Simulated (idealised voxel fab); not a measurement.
A process module follows: voxel wiring stack.
160 nm wide, 5 nm square cells: that's cross-section cut.
For the purposes of this document, a cross-section shall be understood as a grid of square cells, specified as bands listed in top-to-bottom order, each band consisting of one or more rows of cells. Look at the band entry: it leads with the top's height and the bottom's height in nm. Then it lists the materials left to right, with a width in nm for each. The word "edge to edge" on a single material says that material fills the band edge to edge. The word "air" is empty space. Heights are measured from 0, the level below which the as-received wafer is all one material; the lowest band has no bottom and continues downward, written as in "0..down". Think of "30->40" as a width that walks from the first number to the second as you go down the band, top row to bottom row, taking equal-sized steps from row to row. "remained unchanged", as given for a step, is the statement that not any cell of the cross-section underwent a change during that step. Heads up: "Closed cavities" only lists the empty pockets with no open path to the top that are 8 cells or more, and it writes them as width x height at distance, distance from the left edge, in nm. Step line, after settings: the simulator's comment on this step. If you see "overlay nm" on a step's line and that step has a mask, it's telling you how far right of where it was planned the mask ended up; a negative number means it went left instead.
HERE'S WHAT THE PLANNED PROCESS STEPS LOOK LIKE
1,RECEIVE | material Si
2,CONFORMAL_DEP | material SiO2 | thk nm 15
3,CONFORMAL_DEP | material SiN | thk nm 5
4,DIRECTIONAL_DEP | material SiO2 | thk nm 15
5,PATTERN | tone open | mask id METAL_1 | material resist | width nm 30 | pitch nm 45 | thk nm 15 | overlay nm 0
6,DIRECTIONAL_ETCH | etch materials SiO2 | depth nm 15
7,DIRECTIONAL_ETCH | etch materials SiN | depth nm 5
8,STRIP | etch materials resist
9,CONFORMAL_DEP | material TiN | thk nm 5
10,FILL_DEP | material W | thk nm 10
11,CMP | height nm 35
12,CONFORMAL_DEP | material SiCN | thk nm 5
13,DIRECTIONAL_DEP | material SiO2 | thk nm 20
14,PATTERN | tone open | mask id PLUG_1 | material resist | width nm 15 | thk nm 15 | overlay nm 0
15,DIRECTIONAL_ETCH | etch materials SiO2 | depth nm 20
16,DIRECTIONAL_ETCH | etch materials SiCN | depth nm 5
17,STRIP | etch materials resist
18,EPI | material Ru | thk nm 10
19,EPI | material Ru | thk nm 10
20,EPI | material Ru | thk nm 5
21,CONFORMAL_DEP | material SiCN | thk nm 5
22,DIRECTIONAL_DEP | material SiO2 | thk nm 15
23,PATTERN | tone open | mask id METAL_2 | material resist | width nm 30 | pitch nm 45 | thk nm 20 | overlay nm 0
24,DIRECTIONAL_ETCH | etch materials SiO2 | depth nm 15
25,DIRECTIONAL_ETCH | etch materials SiCN | depth nm 5
26,STRIP | etch materials resist
27,CONFORMAL_DEP | material TiN | thk nm 5
28,FILL_DEP | material Ru | thk nm 5
29,CMP | height nm 80
30,CONFORMAL_DEP | material SiCN | thk nm 5
31,DIRECTIONAL_DEP | material lowk | thk nm 15
32,PATTERN | tone open | mask id PLUG_2 | material resist | width nm 15 | thk nm 15 | overlay nm 0
33,DIRECTIONAL_ETCH | etch materials lowk | depth nm 15
34,DIRECTIONAL_ETCH | etch materials SiCN | depth nm 5
35,STRIP | etch materials resist
36,CONFORMAL_DEP | material TiN | thk nm 5
37,FILL_DEP | material Ru | thk nm 10
38,CMP | height nm 100
39,CONFORMAL_DEP | material SiN | thk nm 5
40,DIRECTIONAL_DEP | material lowk | thk nm 25
41,PATTERN | tone open | mask id METAL_3 | material resist | width nm 30 | pitch nm 45 | thk nm 15 | overlay nm 0
42,DIRECTIONAL_ETCH | etch materials lowk | depth nm 25
43,DIRECTIONAL_ETCH | etch materials SiN | depth nm 5
44,STRIP | etch materials resist
45,CONFORMAL_DEP | material TiN | thk nm 5
46,FILL_DEP | material W | thk nm 10
47,CMP | height nm 130
48,CONFORMAL_DEP | material SiCN | thk nm 5
FIRST OF TWO WAFERS, PROCESSED ACCORDING TO PLAN
CROSS-SECTION OF THE INCOMING WAFER, STATE AFTER STEP 1
- 0..down = Si edge to edge
- Closed cavities: none
CROSS-SECTION: WAFER STATE AFTER STEP 2
- 15..0 = SiO2 edge to edge
- All layers under 0 are left as they were.
CROSS-SECTION: WAFER STATE AFTER STEP 3
- 20..15 = SiN edge to edge
- All layers under 15 are left as they were.
CROSS-SECTION: WAFER STATE AFTER STEP 4
- 35..20 = SiO2 edge to edge
- All layers under 20 are left as they were.
CROSS-SECTION: WAFER STATE AFTER STEP 5
- 50..35 = 40 resist / 30 air / 15 resist / 30 air / 45 resist
- All layers under 35 are left as they were.
CROSS-SECTION: WAFER STATE AFTER STEP 6
- 50..35 = 40 resist / 30 air / 15 resist / 30 air / 45 resist
- 35..20 = 40 SiO2 / 30 air / 15 SiO2 / 30 air / 45 SiO2
- All layers under 20 are left as they were.
CROSS-SECTION: WAFER STATE AFTER STEP 7
- 50..35 = 40 resist / 30 air / 15 resist / 30 air / 45 resist
- 35..20 = 40 SiO2 / 30 air / 15 SiO2 / 30 air / 45 SiO2
- 20..15 = 40 SiN / 30 air / 15 SiN / 30 air / 45 SiN
- All layers under 15 are left as they were.
CROSS-SECTION: WAFER STATE AFTER STEP 8
- 35..20 = 40 SiO2 / 30 air / 15 SiO2 / 30 air / 45 SiO2
- All layers under 20 are left as they were.
CROSS-SECTION: WAFER STATE AFTER STEP 9
- 40..35 = 45 TiN / 20 air / 25 TiN / 20 air / 50 TiN
- 35..20 = 40 SiO2 / 5 TiN / 20 air / 5 TiN / 15 SiO2 / 5 TiN / 20 air / 5 TiN / 45 SiO2
- 20..15 = 40 SiN / 30 TiN / 15 SiN / 30 TiN / 45 SiN
- All layers under 15 are left as they were.
CROSS-SECTION: WAFER STATE AFTER STEP 10
- 50..40 = W edge to edge
- 40..35 = 45 TiN / 20 W / 25 TiN / 20 W / 50 TiN
- 35..20 = 40 SiO2 / 5 TiN / 20 W / 5 TiN / 15 SiO2 / 5 TiN / 20 W / 5 TiN / 45 SiO2
- All layers under 20 are left as they were.
CROSS-SECTION: WAFER STATE AFTER STEP 11
- 35..20 = 40 SiO2 / 5 TiN / 20 W / 5 TiN / 15 SiO2 / 5 TiN / 20 W / 5 TiN / 45 SiO2
- All layers under 20 are left as they were.
CROSS-SECTION: WAFER STATE AFTER STEP 12
- 40..35 = SiCN edge to edge
- All layers under 35 are left as they were.
CROSS-SECTION: WAFER STATE AFTER STEP 13
- 60..40 = SiO2 edge to edge
- All layers under 40 are left as they were.
CROSS-SECTION: WAFER STATE AFTER STEP 14
- 75..60 = 40 resist / 15 air / 105 resist
- All layers under 60 are left as they were.
CROSS-SECTION: WAFER STATE AFTER STEP 15
- 75..60 = 40 resist / 15 air / 105 resist
- 60..40 = 40 SiO2 / 15 air / 105 SiO2
- All layers under 40 are left as they were.
CROSS-SECTION: WAFER STATE AFTER STEP 16
- 75..60 = 40 resist / 15 air / 105 resist
- 60..40 = 40 SiO2 / 15 air / 105 SiO2
- 40..35 = 40 SiCN / 15 air / 105 SiCN
- All layers under 35 are left as they were.
CROSS-SECTION: WAFER STATE AFTER STEP 17
- 60..40 = 40 SiO2 / 15 air / 105 SiO2
- All layers under 40 are left as they were.
CROSS-SECTION: WAFER STATE AFTER STEP 18
- 60..45 = 40 SiO2 / 15 air / 105 SiO2
- 45..40 = 40 SiO2 / 15 Ru / 105 SiO2
- 40..35 = 40 SiCN / 15 Ru / 105 SiCN
- All layers under 35 are left as they were.
CROSS-SECTION: WAFER STATE AFTER STEP 19
- 60..55 = 40 SiO2 / 15 air / 105 SiO2
- 55..40 = 40 SiO2 / 15 Ru / 105 SiO2
- All layers under 40 are left as they were.
CROSS-SECTION: WAFER STATE AFTER STEP 20
- 60..40 = 40 SiO2 / 15 Ru / 105 SiO2
- All layers under 40 are left as they were.
CROSS-SECTION: WAFER STATE AFTER STEP 21
- 65..60 = SiCN edge to edge
- All layers under 60 are left as they were.
CROSS-SECTION: WAFER STATE AFTER STEP 22
- 80..65 = SiO2 edge to edge
- All layers under 65 are left as they were.
CROSS-SECTION: WAFER STATE AFTER STEP 23
- 100..80 = 40 resist / 30 air / 15 resist / 30 air / 45 resist
- All layers under 80 are left as they were.
CROSS-SECTION: WAFER STATE AFTER STEP 24
- 100..80 = 40 resist / 30 air / 15 resist / 30 air / 45 resist
- 80..65 = 40 SiO2 / 30 air / 15 SiO2 / 30 air / 45 SiO2
- All layers under 65 are left as they were.
CROSS-SECTION: WAFER STATE AFTER STEP 25
- 100..80 = 40 resist / 30 air / 15 resist / 30 air / 45 resist
- 80..65 = 40 SiO2 / 30 air / 15 SiO2 / 30 air / 45 SiO2
- 65..60 = 40 SiCN / 30 air / 15 SiCN / 30 air / 45 SiCN
- All layers under 60 are left as they were.
CROSS-SECTION: WAFER STATE AFTER STEP 26
- 80..65 = 40 SiO2 / 30 air / 15 SiO2 / 30 air / 45 SiO2
- All layers under 65 are left as they were.
CROSS-SECTION: WAFER STATE AFTER STEP 27
- 85..80 = 45 TiN / 20 air / 25 TiN / 20 air / 50 TiN
- 80..65 = 40 SiO2 / 5 TiN / 20 air / 5 TiN / 15 SiO2 / 5 TiN / 20 air / 5 TiN / 45 SiO2
- 65..60 = 40 SiCN / 30 TiN / 15 SiCN / 30 TiN / 45 SiCN
- All layers under 60 are left as they were.
CROSS-SECTION: WAFER STATE AFTER STEP 28
- 90..85 = Ru edge to edge
- 85..80 = 45 TiN / 20 Ru / 25 TiN / 20 Ru / 50 TiN
- 80..65 = 40 SiO2 / 5 TiN / 20 Ru / 5 TiN / 15 SiO2 / 5 TiN / 20 Ru / 5 TiN / 45 SiO2
- All layers under 65 are left as they were.
CROSS-SECTION: WAFER STATE AFTER STEP 29
- 80..65 = 40 SiO2 / 5 TiN / 20 Ru / 5 TiN / 15 SiO2 / 5 TiN / 20 Ru / 5 TiN / 45 SiO2
- All layers under 65 are left as they were.
CROSS-SECTION: WAFER STATE AFTER STEP 30
- 85..80 = SiCN edge to edge
- All layers under 80 are left as they were.
CROSS-SECTION: WAFER STATE AFTER STEP 31
- 100..85 = lowk edge to edge
- All layers under 85 are left as they were.
CROSS-SECTION: WAFER STATE AFTER STEP 32
- 115..100 = 40 resist / 15 air / 105 resist
- All layers under 100 are left as they were.
CROSS-SECTION: WAFER STATE AFTER STEP 33
- 115..100 = 40 resist / 15 air / 105 resist
- 100..85 = 40 lowk / 15 air / 105 lowk
- All layers under 85 are left as they were.
CROSS-SECTION: WAFER STATE AFTER STEP 34
- 115..100 = 40 resist / 15 air / 105 resist
- 100..85 = 40 lowk / 15 air / 105 lowk
- 85..80 = 40 SiCN / 15 air / 105 SiCN
- All layers under 80 are left as they were.
CROSS-SECTION: WAFER STATE AFTER STEP 35
- 100..85 = 40 lowk / 15 air / 105 lowk
- All layers under 85 are left as they were.
CROSS-SECTION: WAFER STATE AFTER STEP 36
- 105..100 = 45 TiN / 5 air / 110 TiN
- 100..85 = 40 lowk / 5 TiN / 5 air / 5 TiN / 105 lowk
- 85..80 = 40 SiCN / 15 TiN / 105 SiCN
- All layers under 80 are left as they were.
CROSS-SECTION: WAFER STATE AFTER STEP 37
- 115..105 = Ru edge to edge
- 105..100 = 45 TiN / 5 Ru / 110 TiN
- 100..85 = 40 lowk / 5 TiN / 5 Ru / 5 TiN / 105 lowk
- All layers under 85 are left as they were.
CROSS-SECTION: WAFER STATE AFTER STEP 38
- 100..85 = 40 lowk / 5 TiN / 5 Ru / 5 TiN / 105 lowk
- All layers under 85 are left as they were.
CROSS-SECTION: WAFER STATE AFTER STEP 39
- 105..100 = SiN edge to edge
- All layers under 100 are left as they were.
CROSS-SECTION: WAFER STATE AFTER STEP 40
- 130..105 = lowk edge to edge
- All layers under 105 are left as they were.
CROSS-SECTION: WAFER STATE AFTER STEP 41
- 145..130 = 40 resist / 30 air / 15 resist / 30 air / 45 resist
- All layers under 130 are left as they were.
CROSS-SECTION: WAFER STATE AFTER STEP 42
- 145..130 = 40 resist / 30 air / 15 resist / 30 air / 45 resist
- 130..105 = 40 lowk / 30 air / 15 lowk / 30 air / 45 lowk
- All layers under 105 are left as they were.
CROSS-SECTION: WAFER STATE AFTER STEP 43
- 145..130 = 40 resist / 30 air / 15 resist / 30 air / 45 resist
- 130..105 = 40 lowk / 30 air / 15 lowk / 30 air / 45 lowk
- 105..100 = 40 SiN / 30 air / 15 SiN / 30 air / 45 SiN
- All layers under 100 are left as they were.
CROSS-SECTION: WAFER STATE AFTER STEP 44
- 130..105 = 40 lowk / 30 air / 15 lowk / 30 air / 45 lowk
- All layers under 105 are left as they were.
CROSS-SECTION: WAFER STATE AFTER STEP 45
- 135..130 = 45 TiN / 20 air / 25 TiN / 20 air / 50 TiN
- 130..105 = 40 lowk / 5 TiN / 20 air / 5 TiN / 15 lowk / 5 TiN / 20 air / 5 TiN / 45 lowk
- 105..100 = 40 SiN / 30 TiN / 15 SiN / 30 TiN / 45 SiN
- All layers under 100 are left as they were.
CROSS-SECTION: WAFER STATE AFTER STEP 46
- 145..135 = W edge to edge
- 135..130 = 45 TiN / 20 W / 25 TiN / 20 W / 50 TiN
- 130..105 = 40 lowk / 5 TiN / 20 W / 5 TiN / 15 lowk / 5 TiN / 20 W / 5 TiN / 45 lowk
- All layers under 105 are left as they were.
CROSS-SECTION: WAFER STATE AFTER STEP 47
- 130..105 = 40 lowk / 5 TiN / 20 W / 5 TiN / 15 lowk / 5 TiN / 20 W / 5 TiN / 45 lowk
- All layers under 105 are left as they were.
CROSS-SECTION: WAFER STATE AFTER STEP 48
- 135..130 = SiCN edge to edge
- All layers under 130 are left as they were.
SECOND WAFER, SAME STARTING STATE AND PLAN AS THE FIRST, ONE MISTAKE IN THE RUN, IDENTICAL THROUGH STEP 37
PLANNED END OF STEP 38: SECOND WAFER, CROSS-SECTION
- 95..85 = 40 lowk / 5 TiN / 5 Ru / 5 TiN / 105 lowk
- All layers under 85 are left as they were.
PLANNED END OF STEP 39: SECOND WAFER, CROSS-SECTION
- 100..95 = SiN edge to edge
- All layers under 95 are left as they were.
PLANNED END OF STEP 40: SECOND WAFER, CROSS-SECTION
- 125..100 = lowk edge to edge
- All layers under 100 are left as they were.
PLANNED END OF STEP 41: SECOND WAFER, CROSS-SECTION
- 140..125 = 40 resist / 30 air / 15 resist / 30 air / 45 resist
- All layers under 125 are left as they were.
PLANNED END OF STEP 42: SECOND WAFER, CROSS-SECTION
- 140..125 = 40 resist / 30 air / 15 resist / 30 air / 45 resist
- 125..100 = 40 lowk / 30 air / 15 lowk / 30 air / 45 lowk
- All layers under 100 are left as they were.
PLANNED END OF STEP 43: SECOND WAFER, CROSS-SECTION
- 140..125 = 40 resist / 30 air / 15 resist / 30 air / 45 resist
- 125..100 = 40 lowk / 30 air / 15 lowk / 30 air / 45 lowk
- 100..95 = 40 SiN / 30 air / 15 SiN / 30 air / 45 SiN
- All layers under 95 are left as they were.
PLANNED END OF STEP 44: SECOND WAFER, CROSS-SECTION
- 125..100 = 40 lowk / 30 air / 15 lowk / 30 air / 45 lowk
- All layers under 100 are left as they were.
PLANNED END OF STEP 45: SECOND WAFER, CROSS-SECTION
- 130..125 = 45 TiN / 20 air / 25 TiN / 20 air / 50 TiN
- 125..100 = 40 lowk / 5 TiN / 20 air / 5 TiN / 15 lowk / 5 TiN / 20 air / 5 TiN / 45 lowk
- 100..95 = 40 SiN / 30 TiN / 15 SiN / 30 TiN / 45 SiN
- All layers under 95 are left as they were.
PLANNED END OF STEP 46: SECOND WAFER, CROSS-SECTION
- 140..130 = W edge to edge
- 130..125 = 45 TiN / 20 W / 25 TiN / 20 W / 50 TiN
- 125..100 = 40 lowk / 5 TiN / 20 W / 5 TiN / 15 lowk / 5 TiN / 20 W / 5 TiN / 45 lowk
- All layers under 100 are left as they were.
PLANNED END OF STEP 47: SECOND WAFER, CROSS-SECTION
- 130..125 = 45 TiN / 20 W / 25 TiN / 20 W / 50 TiN
- All layers under 125 are left as they were.
PLANNED END OF STEP 48: SECOND WAFER, CROSS-SECTION
- 135..130 = SiCN edge to edge
- All layers under 130 are left as they were.
Diagnosis: step 38, actual vs plan mismatch, actual run CMP | height nm 95
Final cells, second wafer relative to first, materials higher or lower: Ru -1, TiN +22, W +8, lowk -29
